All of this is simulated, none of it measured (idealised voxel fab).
process module | voxel self aligned contacts
cross-section cut | 270 nm wide | cells 5 nm
A cross-section is a grid of square cells, given in bands from the top down. A band is one or more rows of cells.
Each band's line starts with the height of the band's top and of its bottom, in nm. Then come its materials from left to right, each with its width in nm. One material with "throughout" fills the band from edge to edge. "air" is empty space.
Height 0 is the level under which the wafer as received is all one material. The lowest band goes on downwards, as in "0 down".
A width such as "30 to 40" changes by the same amount from each row of cells to the next, from the band's top row to its bottom row.
"no change" after a step means that no cell of the cross-section changed.
closed voids: empty space of 8 cells or more with no open way to the top, each as width x height at its distance from the left edge, in nm
after a step's settings: what the simulator itself notes on the step
overlay nm, on a step with a mask: how far to the right of its planned place the mask lay; to the left if negative
plan
1 op RECEIVE | material Si
2 op OXIDIZE | depth nm 5
3 op DIRECTIONAL_DEP | material polySi | thk nm 30
4 op DIRECTIONAL_DEP | material SiN | thk nm 20
5 op DIRECTIONAL_DEP | material aC | thk nm 15
6 op PATTERN | tone cover | mask id GATE | material resist | width nm 25 | pitch nm 55 | thk nm 30 | overlay nm 0
7 op DIRECTIONAL_ETCH | etch materials aC | depth nm 15
8 op STRIP | etch materials resist
9 op DIRECTIONAL_ETCH | etch materials SiN | depth nm 20
10 op DIRECTIONAL_ETCH | etch materials polySi | depth nm 30
11 op STRIP | etch materials aC
12 op CONFORMAL_DEP | material SiN | thk nm 5
13 op DIRECTIONAL_ETCH | etch materials SiN | depth nm 5
14 op FILL_DEP | material SiO2 | thk nm 15
15 op CMP | height nm 60
16 op MASKED_ETCH | tone open | mask id CONTACT | width nm 40 | etch materials SiO2 | depth nm 65 | overlay nm 0
17 op CONFORMAL_DEP | material TiN | thk nm 5
18 op FILL_DEP | material W | thk nm 5
19 op CMP | height nm 60
20 op CONFORMAL_DEP | material SiCN | thk nm 5
as received, after step 1
  0 down: Si throughout
  closed voids: none
a wafer at the end: this start, this plan, one mistake
  65 to 60: SiCN throughout
  60 to 50: SiO2 115 | TiN 5 to 15 | W 30 to 10 | TiN 5 to 15 | SiO2 115
  50 to 35: SiO2 90 | SiN 35 | TiN 5 | W 10 | TiN 5 | SiN 35 | SiO2 90
  35 to 30: SiO2 90 | SiN 35 | TiN 20 | SiN 35 | SiO2 90
  30 to 0: TiN throughout
  0 to -5: SiO2 throughout
  -5 down: Si throughout
  closed voids: none
what went wrong: step 3 ran as: op DIRECTIONAL_DEP | material TiN | thk nm 30
